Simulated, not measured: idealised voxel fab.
process module | voxel local oxidation
cross-section cut | 275 nm wide | cells 5 nm
A cross-section is a grid of square cells, given in bands from the top down. A band is one or more rows of cells.
Each band's line starts with the height of the band's top and of its bottom, in nm. Then come its materials from left to right, each with its width in nm. One material with "throughout" fills the band from edge to edge. "air" is empty space.
Height 0 is the level under which the wafer as received is all one material. The lowest band goes on downwards, as in "0 down".
A width such as "30 to 40" changes by the same amount from each row of cells to the next, from the band's top row to its bottom row.
"no change" after a step means that no cell of the cross-section changed.
closed voids: empty space of 8 cells or more with no open way to the top, each as width x height at its distance from the left edge, in nm
after a step's settings: what the simulator itself notes on the step
overlay nm, on a step with a mask: how far to the right of its planned place the mask lay; to the left if negative
plan
1 op RECEIVE | material Si
2 op OXIDIZE | depth nm 5
3 op CONFORMAL_DEP | material SiN | thk nm 15
4 op PATTERN | tone cover | mask id ACTIVE | material resist | width nm 115 | thk nm 20 | overlay nm 0
5 op DIRECTIONAL_ETCH | etch materials SiN | depth nm 15
6 op STRIP | etch materials resist
7 op SELECTIVE_ETCH | etch materials SiO2 | depth nm 5
8 op OXIDIZE | depth nm 10
9 op STRIP | etch materials SiN
first wafer, as planned
as received, after step 1
  0 down: Si throughout
  closed voids: none
after step 2
  0 to -5: SiO2 throughout
  below -5: unchanged
after step 3
  15 to 0: SiN throughout
  below 0: unchanged
after step 4
  35 to 15: air 80 | resist 115 | air 80
  below 15: unchanged
after step 5
  35 to 15: air 80 | resist 115 | air 80
  15 to 0: air 80 | SiN 115 | air 80
  below 0: unchanged
after step 6
  15 to 0: air 80 | SiN 115 | air 80
  below 0: unchanged
after step 7
  15 to 0: air 80 | SiN 115 | air 80
  0 to -5: air 85 | SiO2 105 | air 85
  below -5: unchanged
after step 8
  15 to 0: air 80 | SiN 115 | air 80
  0 to -5: air 85 | SiO2 105 | air 85
  -5 to -15: SiO2 95 | Si 85 | SiO2 95
  below -15: unchanged
after step 9
  0 to -5: air 85 | SiO2 105 | air 85
  below -5: unchanged
second wafer: like start, like plan, one mistake. Through step 3 it matches the first wafer
when step 4 should have ended
  35 to 15: resist 80 | air 115 | resist 80
  below 15: unchanged
when step 5 should have ended
  35 to 15: resist 80 | air 115 | resist 80
  15 to 0: SiN 80 | air 115 | SiN 80
  below 0: unchanged
when step 6 should have ended
  15 to 0: SiN 80 | air 115 | SiN 80
  below 0: unchanged
when step 7 should have ended
  15 to 0: SiN 80 | air 115 | SiN 80
  0 to -5: SiO2 75 | air 125 | SiO2 75
  below -5: unchanged
when step 8 should have ended
  15 to 0: SiN 80 | air 115 | SiN 80
  0 to -5: SiO2 75 | air 125 | SiO2 75
  -5 to -15: Si 65 | SiO2 145 | Si 65
  below -15: unchanged
when step 9 should have ended
  0 to -5: SiO2 75 | air 125 | SiO2 75
  below -5: unchanged
what went wrong: step 4 ran as: op PATTERN | tone open | mask id ACTIVE | material resist | width nm 115 | thk nm 20 | overlay nm 0
at the end the second wafer has, in cells: 18 more of Si | 9 fewer of SiO2
